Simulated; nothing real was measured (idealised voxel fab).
Title: Process Module voxel released beams
Square cells of 5 nm make up the cross-section cut, whose width is 165 nm.
Heads up, the way a cross-section reads in here is a grid of square cells, handed over as bands from the top down, with every band being one or more rows of cells.
Read a band's entry like this: the first values are the height of its top and the height of its bottom in nm, and what follows is the sequence of materials from left to right, each with its width in nm. Note that "blank" is empty space, and that a single material marked "throughout" reaches across the band from edge to edge.
Convention: height 0 is the level below which the wafer, as received, is all one material. The lowest band does not terminate at the bottom but continues downward, represented as "0 down".
Top row gets the first number, bottom row gets the second, and each row in between changes by the same step: that is how a band width like "30 to 40" works.
Given "no modifications" for a step, no cell of the cross-section differs between before and after that step.
Look at "Sealed void list" for the closed voids: empty spaces with no open path to the top, sized 8 cells or up. Each is width x height at distance, distance from the left edge, all nm.
What comes after the settings on a step's line is commentary from the simulator itself on that step.
What "overlay nm" on a step's line means: if the step has a mask, that mask lay this far to the right of its planned place, or, when the value is negative, to the left.

Steps in the process plan:
| 1 | RECEIVE | material Si |
| 2 | CONFORMAL_DEP | material SiN | thk nm 10 |
| 3 | DIRECTIONAL_DEP | material SiO2 | thk nm 15 |
| 4 | PATTERN | tone open | mask id ANCHOR | material resist | width nm 40 | thk nm 15 | overlay nm 0 |
| 5 | DIRECTIONAL_ETCH | etch materials SiO2 | depth nm 15 |
| 6 | STRIP | etch materials resist |
| 7 | CONFORMAL_DEP | material W | thk nm 15 |
| 8 | DIRECTIONAL_DEP | material aC | thk nm 10 |
| 9 | PATTERN | tone cover | mask id BEAM | material resist | width nm 110 | thk nm 30 | overlay nm 0 |
| 10 | DIRECTIONAL_ETCH | etch materials aC | depth nm 10 |
| 11 | STRIP | etch materials resist |
| 12 | DIRECTIONAL_ETCH | etch materials W | depth nm 15 |
| 13 | STRIP | etch materials aC |
| 14 | STRIP | etch materials SiO2 |

Here's what the wafer looked like in cross-section when it arrived - that's after step 1:
    0 down | Si throughout
    Sealed void list: none

First of two wafers: cross-section at end of module, run per plan:
    40 to 25 | blank 25 nm | W 20 nm | blank 10 nm | W 80 nm | blank 30 nm
    25 to 10 | blank 30 nm | W 40 nm | blank 95 nm
    10 to 0 | SiN throughout
    0 down | Si throughout
    Sealed void list: none

This is the second of the two wafers, cross-sectioned at the end of the module; it started exactly like the first and was given the same plan, but it was run with one mistake:
    40 to 25 | blank 25 nm | W 20 nm | blank 15 nm | W 75 nm | blank 30 nm
    25 to 10 | blank 30 nm | W 45 nm | blank 90 nm
    10 to 0 | SiN throughout
    0 down | Si throughout
    Sealed void list: none
Where did the run depart from the plan? step 4: run off-plan, actual operation and settings PATTERN | tone open | mask id ANCHOR | material resist | width nm 45 | thk nm 15 | overlay nm 0
Same inventory, different map: at the end, the second wafer holds as many cells of each material as the first, placed elsewhere.
